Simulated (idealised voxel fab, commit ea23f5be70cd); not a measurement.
process module | voxel self aligned contacts
cross-section cut | 295 nm wide | cells 5 nm
A cross-section is a grid of square cells, given in bands from the top down. A band is one or more rows of cells.
Each band's line starts with the height of the band's top and of its bottom, in nm. Then come its materials from left to right, each with its width in nm. One material with "throughout" fills the band from edge to edge. "air" is empty space.
Height 0 is the level under which the wafer as received is all one material. The lowest band goes on downwards, as in "0 down".
A width such as "30 to 40" changes by the same amount from each row of cells to the next, from the band's top row to its bottom row.
"no change" after a step means that no cell of the cross-section changed.
closed voids: empty space of 8 cells or more with no open way to the top, each as width x height at its distance from the left edge, in nm
after a step's settings: what the simulator itself notes on the step
overlay nm, on a step with a mask: how far to the right of its planned place the mask lay; to the left if negative
plan
1 op RECEIVE | material Si
2 op CONFORMAL_DEP | material SiO2 | thk nm 5
3 op DIRECTIONAL_DEP | material polySi | thk nm 20
4 op DIRECTIONAL_DEP | material SiN | thk nm 25
5 op DIRECTIONAL_DEP | material aC | thk nm 15
6 op PATTERN | tone cover | mask id GATE | material resist | width nm 25 | pitch nm 65 | thk nm 30 | overlay nm 0
7 op DIRECTIONAL_ETCH | etch materials aC | depth nm 15
8 op STRIP | etch materials resist
9 op DIRECTIONAL_ETCH | etch materials SiN | depth nm 25
10 op DIRECTIONAL_ETCH | etch materials polySi | depth nm 20
11 op STRIP | etch materials aC
12 op CONFORMAL_DEP | material SiN | thk nm 10
13 op DIRECTIONAL_ETCH | etch materials SiN | depth nm 10
14 op FILL_DEP | material SiO2 | thk nm 15
15 op CMP | height nm 60
16 op DIRECTIONAL_DEP | material aC | thk nm 10
17 op PATTERN | tone open | mask id CONTACT | material resist | width nm 50 | pitch nm 65 | thk nm 25 | overlay nm 0
18 op DIRECTIONAL_ETCH | etch materials aC | depth nm 10
19 op STRIP | etch materials resist
20 op DIRECTIONAL_ETCH | etch materials SiO2 | depth nm 60
21 op STRIP | etch materials aC
22 op CONFORMAL_DEP | material TiN | thk nm 5
23 op FILL_DEP | material Ru | thk nm 10
24 op CMP | height nm 60
25 op CONFORMAL_DEP | material SiN | thk nm 5
first wafer, as planned
as received, after step 1
  0 down: Si throughout
  closed voids: none
after step 2
  5 to 0: SiO2 throughout
  below 0: unchanged
after step 3
  25 to 5: polySi throughout
  below 5: unchanged
after step 4
  50 to 25: SiN throughout
  below 25: unchanged
after step 5
  65 to 50: aC throughout
  below 50: unchanged
after step 6
  95 to 65: air 70 | resist 25 | air 40 | resist 25 | air 40 | resist 25 | air 70
  below 65: unchanged
after step 7
  80 to 65: air 70 | resist 25 | air 40 | resist 25 | air 40 | resist 25 | air 70
  65 to 50: air 70 | aC 25 | air 40 | aC 25 | air 40 | aC 25 | air 70
  below 50: unchanged
after step 8
  65 to 50: air 70 | aC 25 | air 40 | aC 25 | air 40 | aC 25 | air 70
  below 50: unchanged
after step 9
  65 to 50: air 70 | aC 25 | air 40 | aC 25 | air 40 | aC 25 | air 70
  50 to 25: air 70 | SiN 25 | air 40 | SiN 25 | air 40 | SiN 25 | air 70
  below 25: unchanged
after step 10
  65 to 50: air 70 | aC 25 | air 40 | aC 25 | air 40 | aC 25 | air 70
  50 to 25: air 70 | SiN 25 | air 40 | SiN 25 | air 40 | SiN 25 | air 70
  25 to 5: air 70 | polySi 25 | air 40 | polySi 25 | air 40 | polySi 25 | air 70
  below 5: unchanged
after step 11
  50 to 25: air 70 | SiN 25 | air 40 | SiN 25 | air 40 | SiN 25 | air 70
  below 25: unchanged
after step 12
  60 to 25: air 60 | SiN 45 | air 20 | SiN 45 | air 20 | SiN 45 | air 60
  25 to 15: air 60 | SiN 10 | polySi 25 | SiN 10 | air 20 | SiN 10 | polySi 25 | SiN 10 | air 20 | SiN 10 | polySi 25 | SiN 10 | air 60
  15 to 5: SiN 70 | polySi 25 | SiN 40 | polySi 25 | SiN 40 | polySi 25 | SiN 70
  below 5: unchanged
after step 13
  50 to 25: air 60 | SiN 45 | air 20 | SiN 45 | air 20 | SiN 45 | air 60
  25 to 5: air 60 | SiN 10 | polySi 25 | SiN 10 | air 20 | SiN 10 | polySi 25 | SiN 10 | air 20 | SiN 10 | polySi 25 | SiN 10 | air 60
  below 5: unchanged
after step 14
  65 to 50: SiO2 throughout
  50 to 25: SiO2 60 | SiN 45 | SiO2 20 | SiN 45 | SiO2 20 | SiN 45 | SiO2 60
  25 to 5: SiO2 60 | SiN 10 | polySi 25 | SiN 10 | SiO2 20 | SiN 10 | polySi 25 | SiN 10 | SiO2 20 | SiN 10 | polySi 25 | SiN 10 | SiO2 60
  below 5: unchanged
after step 15
  60 to 50: SiO2 throughout
  below 50: unchanged
after step 16
  70 to 60: aC throughout
  below 60: unchanged
after step 17
  95 to 70: resist 90 | air 50 | resist 15 | air 50 | resist 90
  below 70: unchanged
after step 18
  85 to 70: resist 90 | air 50 | resist 15 | air 50 | resist 90
  70 to 60: aC 90 | air 50 | aC 15 | air 50 | aC 90
  below 60: unchanged
after step 19
  70 to 60: aC 90 | air 50 | aC 15 | air 50 | aC 90
  below 60: unchanged
after step 20
  70 to 60: aC 90 | air 50 | aC 15 | air 50 | aC 90
  60 to 50: SiO2 90 | air 50 | SiO2 15 | air 50 | SiO2 90
  50 to 25: SiO2 60 | SiN 45 | air 20 | SiN 45 | air 20 | SiN 45 | SiO2 60
  25 to 5: SiO2 60 | SiN 10 | polySi 25 | SiN 10 | air 20 | SiN 10 | polySi 25 | SiN 10 | air 20 | SiN 10 | polySi 25 | SiN 10 | SiO2 60
  5 to 0: SiO2 105 | air 20 | SiO2 45 | air 20 | SiO2 105
  below 0: unchanged
after step 21
  60 to 50: SiO2 90 | air 50 | SiO2 15 | air 50 | SiO2 90
  below 50: unchanged
after step 22
  65 to 60: TiN 95 | air 40 | TiN 25 | air 40 | TiN 95
  60 to 50: SiO2 90 | TiN 5 to 20 | air 40 to 10 | TiN 5 to 20 | SiO2 15 | TiN 5 to 20 | air 40 to 10 | TiN 5 to 20 | SiO2 90
  50 to 25: SiO2 60 | SiN 45 | TiN 5 | air 10 | TiN 5 | SiN 45 | TiN 5 | air 10 | TiN 5 | SiN 45 | SiO2 60
  25 to 5: SiO2 60 | SiN 10 | polySi 25 | SiN 10 | TiN 5 | air 10 | TiN 5 | SiN 10 | polySi 25 | SiN 10 | TiN 5 | air 10 | TiN 5 | SiN 10 | polySi 25 | SiN 10 | SiO2 60
  5 to 0: SiO2 105 | TiN 20 | SiO2 45 | TiN 20 | SiO2 105
  below 0: unchanged
after step 23
  75 to 65: Ru throughout
  65 to 60: TiN 95 | Ru 40 | TiN 25 | Ru 40 | TiN 95
  60 to 50: SiO2 90 | TiN 5 to 20 | Ru 40 to 10 | TiN 5 to 20 | SiO2 15 | TiN 5 to 20 | Ru 40 to 10 | TiN 5 to 20 | SiO2 90
  50 to 25: SiO2 60 | SiN 45 | TiN 5 | Ru 10 | TiN 5 | SiN 45 | TiN 5 | Ru 10 | TiN 5 | SiN 45 | SiO2 60
  25 to 5: SiO2 60 | SiN 10 | polySi 25 | SiN 10 | TiN 5 | Ru 10 | TiN 5 | SiN 10 | polySi 25 | SiN 10 | TiN 5 | Ru 10 | TiN 5 | SiN 10 | polySi 25 | SiN 10 | SiO2 60
  below 5: unchanged
after step 24
  60 to 50: SiO2 90 | TiN 5 to 20 | Ru 40 to 10 | TiN 5 to 20 | SiO2 15 | TiN 5 to 20 | Ru 40 to 10 | TiN 5 to 20 | SiO2 90
  below 50: unchanged
after step 25
  65 to 60: SiN throughout
  below 60: unchanged
second wafer: like start, like plan, one mistake. Through step 2 it matches the first wafer
when step 3 should have ended
  45 to 5: polySi throughout
  below 5: unchanged
when step 4 should have ended
  70 to 45: SiN throughout
  below 45: unchanged
when step 5 should have ended
  85 to 70: aC throughout
  below 70: unchanged
when step 6 should have ended
  115 to 85: air 70 | resist 25 | air 40 | resist 25 | air 40 | resist 25 | air 70
  below 85: unchanged
when step 7 should have ended
  100 to 85: air 70 | resist 25 | air 40 | resist 25 | air 40 | resist 25 | air 70
  85 to 70: air 70 | aC 25 | air 40 | aC 25 | air 40 | aC 25 | air 70
  below 70: unchanged
when step 8 should have ended
  85 to 70: air 70 | aC 25 | air 40 | aC 25 | air 40 | aC 25 | air 70
  below 70: unchanged
when step 9 should have ended
  85 to 70: air 70 | aC 25 | air 40 | aC 25 | air 40 | aC 25 | air 70
  70 to 45: air 70 | SiN 25 | air 40 | SiN 25 | air 40 | SiN 25 | air 70
  below 45: unchanged
when step 10 should have ended
  85 to 70: air 70 | aC 25 | air 40 | aC 25 | air 40 | aC 25 | air 70
  70 to 45: air 70 | SiN 25 | air 40 | SiN 25 | air 40 | SiN 25 | air 70
  45 to 25: air 70 | polySi 25 | air 40 | polySi 25 | air 40 | polySi 25 | air 70
  below 25: unchanged
when step 11 should have ended
  70 to 45: air 70 | SiN 25 | air 40 | SiN 25 | air 40 | SiN 25 | air 70
  below 45: unchanged
when step 12 should have ended
  80 to 45: air 60 | SiN 45 | air 20 | SiN 45 | air 20 | SiN 45 | air 60
  45 to 35: air 60 | SiN 10 | polySi 25 | SiN 10 | air 20 | SiN 10 | polySi 25 | SiN 10 | air 20 | SiN 10 | polySi 25 | SiN 10 | air 60
  35 to 25: SiN 70 | polySi 25 | SiN 40 | polySi 25 | SiN 40 | polySi 25 | SiN 70
  below 25: unchanged
when step 13 should have ended
  70 to 45: air 60 | SiN 45 | air 20 | SiN 45 | air 20 | SiN 45 | air 60
  45 to 25: air 60 | SiN 10 | polySi 25 | SiN 10 | air 20 | SiN 10 | polySi 25 | SiN 10 | air 20 | SiN 10 | polySi 25 | SiN 10 | air 60
  below 25: unchanged
when step 14 should have ended
  85 to 70: SiO2 throughout
  70 to 45: SiO2 60 | SiN 45 | SiO2 20 | SiN 45 | SiO2 20 | SiN 45 | SiO2 60
  45 to 25: SiO2 60 | SiN 10 | polySi 25 | SiN 10 | SiO2 20 | SiN 10 | polySi 25 | SiN 10 | SiO2 20 | SiN 10 | polySi 25 | SiN 10 | SiO2 60
  below 25: unchanged
when step 15 should have ended
  60 to 45: SiO2 60 | SiN 45 | SiO2 20 | SiN 45 | SiO2 20 | SiN 45 | SiO2 60
  below 45: unchanged
when step 16 should have ended
  70 to 60: aC throughout
  below 60: unchanged
when step 17 should have ended
  95 to 70: resist 90 | air 50 | resist 15 | air 50 | resist 90
  below 70: unchanged
when step 18 should have ended
  85 to 70: resist 90 | air 50 | resist 15 | air 50 | resist 90
  70 to 60: aC 90 | air 50 | aC 15 | air 50 | aC 90
  below 60: unchanged
when step 19 should have ended
  70 to 60: aC 90 | air 50 | aC 15 | air 50 | aC 90
  below 60: unchanged
when step 20 should have ended
  70 to 60: aC 90 | air 50 | aC 15 | air 50 | aC 90
  60 to 45: SiO2 60 | SiN 45 | air 20 | SiN 45 | air 20 | SiN 45 | SiO2 60
  45 to 25: SiO2 60 | SiN 10 | polySi 25 | SiN 10 | air 20 | SiN 10 | polySi 25 | SiN 10 | air 20 | SiN 10 | polySi 25 | SiN 10 | SiO2 60
  below 25: unchanged
when step 21 should have ended
  60 to 45: SiO2 60 | SiN 45 | air 20 | SiN 45 | air 20 | SiN 45 | SiO2 60
  below 45: unchanged
when step 22 should have ended
  65 to 60: TiN 110 | air 10 | TiN 55 | air 10 | TiN 110
  60 to 45: SiO2 60 | SiN 45 | TiN 5 | air 10 | TiN 5 | SiN 45 | TiN 5 | air 10 | TiN 5 | SiN 45 | SiO2 60
  45 to 30: SiO2 60 | SiN 10 | polySi 25 | SiN 10 | TiN 5 | air 10 | TiN 5 | SiN 10 | polySi 25 | SiN 10 | TiN 5 | air 10 | TiN 5 | SiN 10 | polySi 25 | SiN 10 | SiO2 60
  30 to 25: SiO2 60 | SiN 10 | polySi 25 | SiN 10 | TiN 20 | SiN 10 | polySi 25 | SiN 10 | TiN 20 | SiN 10 | polySi 25 | SiN 10 | SiO2 60
  below 25: unchanged
when step 23 should have ended
  75 to 65: Ru throughout
  65 to 60: TiN 110 | Ru 10 | TiN 55 | Ru 10 | TiN 110
  60 to 45: SiO2 60 | SiN 45 | TiN 5 | Ru 10 | TiN 5 | SiN 45 | TiN 5 | Ru 10 | TiN 5 | SiN 45 | SiO2 60
  45 to 30: SiO2 60 | SiN 10 | polySi 25 | SiN 10 | TiN 5 | Ru 10 | TiN 5 | SiN 10 | polySi 25 | SiN 10 | TiN 5 | Ru 10 | TiN 5 | SiN 10 | polySi 25 | SiN 10 | SiO2 60
  below 30: unchanged
when step 24 should have ended
  60 to 45: SiO2 60 | SiN 45 | TiN 5 | Ru 10 | TiN 5 | SiN 45 | TiN 5 | Ru 10 | TiN 5 | SiN 45 | SiO2 60
  below 45: unchanged
when step 25 should have ended
  65 to 60: SiN throughout
  below 60: unchanged
what went wrong: step 3 was run twice
at the end the second wafer has, in cells: 32 fewer of Ru | 54 fewer of SiN | 118 fewer of SiO2 | 32 fewer of TiN | 236 more of polySi
